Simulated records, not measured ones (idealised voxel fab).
Process module name: voxel gate over fins
Section shown: cut. Width: 160 nm. Cell size: 5 nm, square.
This document writes a cross-section as a grid whose cells are square, and gives it as bands, listed from the top down; one or more rows of cells form a band. Within each band entry, the heights of the top and of the bottom of the band appear first, in that order and in nm; the materials of the band then follow from left to right, each with its corresponding width in nm. The designation "all across" on a single material indicates that it fills the band from edge to edge; the designation "blank" indicates empty space. Zero point of the height axis is 0; under it, received wafer = one material. Lowest band: continues down indefinitely, "from 0 down". Note: "30 to 40" means the width goes from the first number (top row of the band) to the second number (bottom row) in equal steps per row of cells. "everything unchanged" (step): cross-section cells unchanged, all of them. Entry "Sealed void inventory". Content: empty spaces with no open connection to the top, size 8 cells or greater. Each: width x height at distance. Distance: from left edge. Unit: nm. Past the settings on a step's line: simulator remark, on that step. overlay nm: for a step with a mask, the amount by which the mask lay right of where it was planned; a negative amount means left of it.
**Planned step list for the process**
step 1: RECEIVE [material Si]
step 2: CONFORMAL_DEP [material SiN] [thk nm 5]
step 3: DIRECTIONAL_DEP [material aC] [thk nm 15]
step 4: PATTERN [tone cover] [mask id FINS] [material resist] [width nm 15] [pitch nm 60] [thk nm 30] [overlay nm 0]
step 5: DIRECTIONAL_ETCH [etch materials aC] [depth nm 15]
step 6: STRIP [etch materials resist]
step 7: DIRECTIONAL_ETCH [etch materials SiN] [depth nm 5]
step 8: DIRECTIONAL_ETCH [etch materials Si] [depth nm 40]
step 9: STRIP [etch materials aC]
step 10: OXIDIZE [depth nm 5]
step 11: FILL_DEP [material SiO2] [thk nm 10]
step 12: CMP [height nm 5]
step 13: DIRECTIONAL_DEP [material aC] [thk nm 15]
step 14: PATTERN [tone open] [mask id RAIL] [material resist] [width nm 15] [thk nm 35] [overlay nm 0]
step 15: DIRECTIONAL_ETCH [etch materials aC] [depth nm 15]
step 16: STRIP [etch materials resist]
step 17: DIRECTIONAL_ETCH [etch materials SiO2] [depth nm 40]
step 18: STRIP [etch materials aC]
step 19: CONFORMAL_DEP [material TiN] [thk nm 5]
step 20: FILL_DEP [material W] [thk nm 5]
step 21: CMP [height nm 5]
step 22: SELECTIVE_ETCH [etch materials W Ru TiN] [depth nm 20]
step 23: FILL_DEP [material SiO2] [thk nm 5]
step 24: CMP [height nm 5]
step 25: SELECTIVE_ETCH [etch materials SiO2] [depth nm 15]
step 26: STRIP [etch materials SiN]
step 27: CONFORMAL_DEP [material HfO2] [thk nm 5]
step 28: CONFORMAL_DEP [material TiN] [thk nm 5]
step 29: CONFORMAL_DEP [material TiAl] [thk nm 5]
step 30: CONFORMAL_DEP [material TiN] [thk nm 5]
step 31: FILL_DEP [material W] [thk nm 15]
step 32: CMP [height nm 30]
step 33: CONFORMAL_DEP [material SiCN] [thk nm 10]
**Incoming wafer, cross-sectional view, post step 1**
> from 0 down = Si all across
> Sealed void inventory: none
**Figure: cross-sectional view of the wafer upon completion of the module, processed from the initial state and according to the plan depicted above, with one error introduced during execution**
> from 40 to 30 = SiCN all across
> from 30 to 20 = W all across
> from 20 to 15 = 20 nm W, then 45 nm TiN, then 15 nm W, then 45 nm TiN, then 35 nm W
> from 15 to 10 = 20 nm W, then 5 nm TiN, then 35 nm TiAl, then 5 nm TiN, then 15 nm W, then 5 nm TiN, then 35 nm TiAl, then 5 nm TiN, then 35 nm W
> from 10 to 5 = 25 nm TiN, then 5 nm TiAl, then 25 nm TiN, then 5 nm TiAl, then 25 nm TiN, then 5 nm TiAl, then 25 nm TiN, then 5 nm TiAl, then 40 nm TiN
> from 5 to 0 = 30 nm TiAl, then 5 nm TiN, then 15 nm HfO2, then 5 nm TiN, then 35 nm TiAl, then 5 nm TiN, then 15 nm HfO2, then 5 nm TiN, then 45 nm TiAl
> from 0 to -5 = 35 nm TiN, then 5 nm HfO2, then 5 nm Si, then 5 nm HfO2, then 45 nm TiN, then 5 nm HfO2, then 5 nm Si, then 5 nm HfO2, then 50 nm TiN
> from -5 to -10 = 40 nm HfO2, then 5 nm Si, then 55 nm HfO2, then 5 nm Si, then 55 nm HfO2
> from -10 to -15 = 40 nm SiO2, then 5 nm Si, then 55 nm SiO2, then 5 nm Si, then 55 nm SiO2
> from -15 to -30 = 40 nm SiO2, then 5 nm Si, then 25 nm SiO2, then 5 nm TiN, then 5 nm W, then 5 nm TiN, then 15 nm SiO2, then 5 nm Si, then 55 nm SiO2
> from -30 to -35 = 40 nm SiO2, then 5 nm Si, then 25 nm SiO2, then 15 nm TiN, then 15 nm SiO2, then 5 nm Si, then 55 nm SiO2
> from -35 to -45 = 40 nm SiO2, then 5 nm Si, then 55 nm SiO2, then 5 nm Si, then 55 nm SiO2
> from -45 down = Si all across
> Sealed void inventory: none
In executing the process, a mistake was made relative to the plan: step 4 ran as: PATTERN [tone cover] [mask id FINS] [material resist] [width nm 15] [pitch nm 60] [thk nm 30] [overlay nm -5]
